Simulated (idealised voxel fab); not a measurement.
process module | voxel lift off
cross-section cut | 280 nm wide | cells 5 nm
A cross-section is a grid of square cells, given in bands from the top down. A band is one or more rows of cells.
Each band's line starts with the height of the band's top and of its bottom, in nm. Then come its materials from left to right, each with its width in nm. One material with "throughout" fills the band from edge to edge. "air" is empty space.
Height 0 is the level under which the wafer as received is all one material. The lowest band goes on downwards, as in "0 down".
A width such as "30 to 40" changes by the same amount from each row of cells to the next, from the band's top row to its bottom row.
"no change" after a step means that no cell of the cross-section changed.
closed voids: empty space of 8 cells or more with no open way to the top, each as width x height at its distance from the left edge, in nm
after a step's settings: what the simulator itself notes on the step
overlay nm, on a step with a mask: how far to the right of its planned place the mask lay; to the left if negative
plan
1 op RECEIVE | material Si
2 op CONFORMAL_DEP | material SiO2 | thk nm 10
3 op PATTERN | tone open | mask id LINES | material resist | width nm 25 | pitch nm 40 | thk nm 20 | overlay nm 0
4 op DIRECTIONAL_DEP | material Ru | thk nm 5
5 op STRIP | etch materials resist
6 op CONFORMAL_DEP | material SiCN | thk nm 5
first wafer, as planned
as received, after step 1
  0 down: Si throughout
  closed voids: none
after step 2
  10 to 0: SiO2 throughout
  below 0: unchanged
after step 3
  30 to 10: resist 105 | air 25 | resist 15 | air 25 | resist 110
  below 10: unchanged
after step 4
  35 to 30: Ru 105 | air 25 | Ru 15 | air 25 | Ru 110
  30 to 15: resist 105 | air 25 | resist 15 | air 25 | resist 110
  15 to 10: resist 105 | Ru 25 | resist 15 | Ru 25 | resist 110
  below 10: unchanged
after step 5
  15 to 10: air 105 | Ru 25 | air 15 | Ru 25 | air 110
  below 10: unchanged
after step 6
  20 to 15: air 100 | SiCN 35 | air 5 | SiCN 35 | air 105
  15 to 10: SiCN 105 | Ru 25 | SiCN 15 | Ru 25 | SiCN 110
  below 10: unchanged
second wafer: like start, like plan, one mistake. Through step 3 it matches the first wafer
when step 4 should have ended
  45 to 30: Ru 105 | air 25 | Ru 15 | air 25 | Ru 110
  30 to 25: resist 105 | air 25 | resist 15 | air 25 | resist 110
  25 to 10: resist 105 | Ru 25 | resist 15 | Ru 25 | resist 110
  below 10: unchanged
when step 5 should have ended
  25 to 10: air 105 | Ru 25 | air 15 | Ru 25 | air 110
  below 10: unchanged
when step 6 should have ended
  30 to 25: air 100 | SiCN 35 | air 5 | SiCN 35 | air 105
  25 to 15: air 100 | SiCN 5 | Ru 25 | SiCN 5 | air 5 | SiCN 5 | Ru 25 | SiCN 5 | air 105
  15 to 10: SiCN 105 | Ru 25 | SiCN 15 | Ru 25 | SiCN 110
  below 10: unchanged
what went wrong: step 4 ran as: op DIRECTIONAL_DEP | material Ru | thk nm 15
at the end the second wafer has, in cells: 20 more of Ru | 8 more of SiCN
